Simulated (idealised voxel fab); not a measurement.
Process module name: voxel ribs on slabs
In the cross-section labelled cut, the width is 230 nm and each square cell is 5 nm.
The cross-sections in this document take the form of a grid made of square cells. They are written out as bands, in order from top to bottom. Each band consists of one or more rows of cells. Basically the band line says how high the top is and how high the bottom is, in nm, and then what's in it from left to right, every material with its width in nm. Empty space shows up as "blank", and if a single material carries "throughout" it runs the full band edge to edge. It should be noted that heights are counted from 0, beneath which the wafer as supplied is of one material throughout, and that the lowest band possesses no lower boundary but continues downward, as written in "from 0 down". A width given as "30->40" starts at the first number in the band's top row and ends at the second number in its bottom row, shifting by an equal amount at every step from row to row. Where a step carries "no change", the cross-section came out of it unchanged, cell for cell. Look at "Sealed-off cavities" for the closed voids: empty spaces with no open path to the top, sized 8 cells or up. Each is width x height at distance, distance from the left edge, all nm. That trailing text on a step's line, after the settings, is the simulator's own remark on the step. The line of a step may include "overlay nm". On a step with a mask, this value is how far to the right of its planned place the mask lay. A negative value means the mask lay to the left.

# Steps planned for the process
1. RECEIVE: material Si
2. DIRECTIONAL_DEP: material SiO2, thk nm 20
3. DIRECTIONAL_DEP: material polySi, thk nm 20
4. DIRECTIONAL_DEP: material aC, thk nm 10
5. PATTERN: tone cover, mask id RIB, material resist, width nm 25, thk nm 30, overlay nm 0
6. DIRECTIONAL_ETCH: etch materials aC, depth nm 10
7. STRIP: etch materials resist
8. DIRECTIONAL_ETCH: etch materials polySi, depth nm 5
9. STRIP: etch materials aC
10. MASKED_ETCH: tone cover, mask id SLAB, width nm 65, etch materials polySi, depth nm 15, overlay nm 0
11. FILL_DEP: material SiO2, thk nm 20
12. CMP: height nm 55
13. DIRECTIONAL_DEP: material W, thk nm 5
14. PATTERN: tone cover, mask id HEATER, material resist, width nm 35, thk nm 20, overlay nm 0
15. DIRECTIONAL_ETCH: etch materials W, depth nm 5
16. STRIP: etch materials resist
17. CONFORMAL_DEP: material SiO2, thk nm 5

# Incoming wafer, cross-sectional view, post step 1
    from 0 down  Si throughout
    Sealed-off cavities: none

# Looking at the first of two wafers in cross-section at end of module - ran to plan
    from 65 to 60  blank 90 / SiO2 45 / blank 95
    from 60 to 55  SiO2 95 / W 35 / SiO2 100
    from 55 to 40  SiO2 throughout
    from 40 to 35  SiO2 100 / polySi 25 / SiO2 105
    from 35 to 20  SiO2 80 / polySi 65 / SiO2 85
    from 20 to 0  SiO2 throughout
    from 0 down  Si throughout
    Sealed-off cavities: none

# second wafer at the end: like start, like plan, one mistake
    from 65 to 60  blank 90 / SiO2 45 / blank 95
    from 60 to 55  SiO2 95 / W 35 / SiO2 100
    from 55 to 40  SiO2 throughout
    from 40 to 35  SiO2 105 / polySi 20 / SiO2 105
    from 35 to 20  SiO2 80 / polySi 65 / SiO2 85
    from 20 to 0  SiO2 throughout
    from 0 down  Si throughout
    Sealed-off cavities: none
It is concluded that the wafer was processed incorrectly with respect to the plan, in that step 5 was not run as planned; what actually ran was PATTERN: tone cover, mask id RIB, material resist, width nm 20, thk nm 30, overlay nm 0
Final wafer comparison in cells, second versus first, more or fewer per material: +1 SiO2; -1 polySi
